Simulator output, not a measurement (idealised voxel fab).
process module | voxel capacitor over wiring
cross-section cut | 195 nm wide | cells 5 nm
A cross-section is a grid of square cells, given in bands from the top down. A band is one or more rows of cells.
Each band's line starts with the height of the band's top and of its bottom, in nm. Then come its materials from left to right, each with its width in nm. One material with "throughout" fills the band from edge to edge. "air" is empty space.
Height 0 is the level under which the wafer as received is all one material. The lowest band goes on downwards, as in "0 down".
A width such as "30 to 40" changes by the same amount from each row of cells to the next, from the band's top row to its bottom row.
"no change" after a step means that no cell of the cross-section changed.
closed voids: empty space of 8 cells or more with no open way to the top, each as width x height at its distance from the left edge, in nm
after a step's settings: what the simulator itself notes on the step
overlay nm, on a step with a mask: how far to the right of its planned place the mask lay; to the left if negative
plan
1 op RECEIVE | material Si
2 op CONFORMAL_DEP | material SiO2 | thk nm 10
3 op DIRECTIONAL_DEP | material TiN | thk nm 5
4 op DIRECTIONAL_DEP | material W | thk nm 25
5 op DIRECTIONAL_DEP | material aC | thk nm 15
6 op PATTERN | tone cover | mask id METAL_1 | material resist | width nm 30 | pitch nm 85 | thk nm 30 | overlay nm 0
7 op DIRECTIONAL_ETCH | etch materials aC | depth nm 15
8 op STRIP | etch materials resist
9 op DIRECTIONAL_ETCH | etch materials W | depth nm 25
10 op DIRECTIONAL_ETCH | etch materials TiN | depth nm 5
11 op STRIP | etch materials aC
12 op FILL_DEP | material lowk | thk nm 10
13 op CMP | height nm 40
14 op CONFORMAL_DEP | material SiCN | thk nm 5
15 op DIRECTIONAL_DEP | material lowk | thk nm 15
16 op MASKED_ETCH | tone open | mask id PLUG_1 | width nm 15 | etch materials lowk | depth nm 15 | overlay nm 0
17 op MASKED_ETCH | tone open | mask id PLUG_1 | width nm 15 | etch materials SiCN | depth nm 5 | overlay nm 0
18 op EPI | material Ru | thk nm 10
19 op EPI | material Ru | thk nm 10
20 op DIRECTIONAL_DEP | material TiN | thk nm 10
21 op DIRECTIONAL_DEP | material Al2O3 | thk nm 5
22 op DIRECTIONAL_DEP | material TiN | thk nm 10
23 op MASKED_ETCH | tone cover | mask id UPPER_PLATE | width nm 60 | etch materials TiN | depth nm 10 | overlay nm 0
24 op MASKED_ETCH | tone cover | mask id UPPER_PLATE | width nm 60 | etch materials Al2O3 | depth nm 5 | overlay nm 0
25 op DIRECTIONAL_DEP | material aC | thk nm 15
26 op PATTERN | tone cover | mask id LOWER_PLATE | material resist | width nm 70 | thk nm 30 | overlay nm 0
27 op DIRECTIONAL_ETCH | etch materials aC | depth nm 15
28 op STRIP | etch materials resist
29 op DIRECTIONAL_ETCH | etch materials TiN | depth nm 10
30 op STRIP | etch materials aC
31 op FILL_DEP | material SiO2 | thk nm 20
32 op CMP | height nm 100
33 op PATTERN | tone open | mask id PLUG_2 | material resist | width nm 15 | thk nm 15 | overlay nm 0
34 op DIRECTIONAL_ETCH | etch materials SiO2 | depth nm 15
35 op STRIP | etch materials resist
36 op CONFORMAL_DEP | material TiN | thk nm 5
37 op FILL_DEP | material W | thk nm 5
38 op CMP | height nm 100
39 op CONFORMAL_DEP | material SiCN | thk nm 5
as received, after step 1
  0 down: Si throughout
  closed voids: none
a wafer at the end: this start, this plan, one mistake
  105 to 100: SiCN throughout
  100 to 90: SiO2 65 | TiN 5 | W 5 | TiN 5 | SiO2 115
  90 to 80: SiO2 65 to 70 | TiN 15 to 45 | SiO2 115 to 80
  80 to 75: SiO2 55 | TiN 60 | SiO2 80
  75 to 70: SiO2 55 | TiN 15 | Al2O3 45 | SiO2 80
  70 to 65: SiO2 50 | TiN 5 | Al2O3 15 | TiN 50 | SiO2 75
  65 to 60: SiO2 50 | TiN 70 | SiO2 75
  60 to 55: SiCN 55 | TiN 15 | SiCN 125
  55 to 40: lowk throughout
  40 to 15: lowk 40 | W 30 | lowk 55 | W 30 | lowk 40
  15 to 10: lowk 40 | TiN 30 | lowk 55 | TiN 30 | lowk 40
  10 to 0: SiO2 throughout
  0 down: Si throughout
  closed voids: none
what went wrong: steps 14 and 15 were swapped
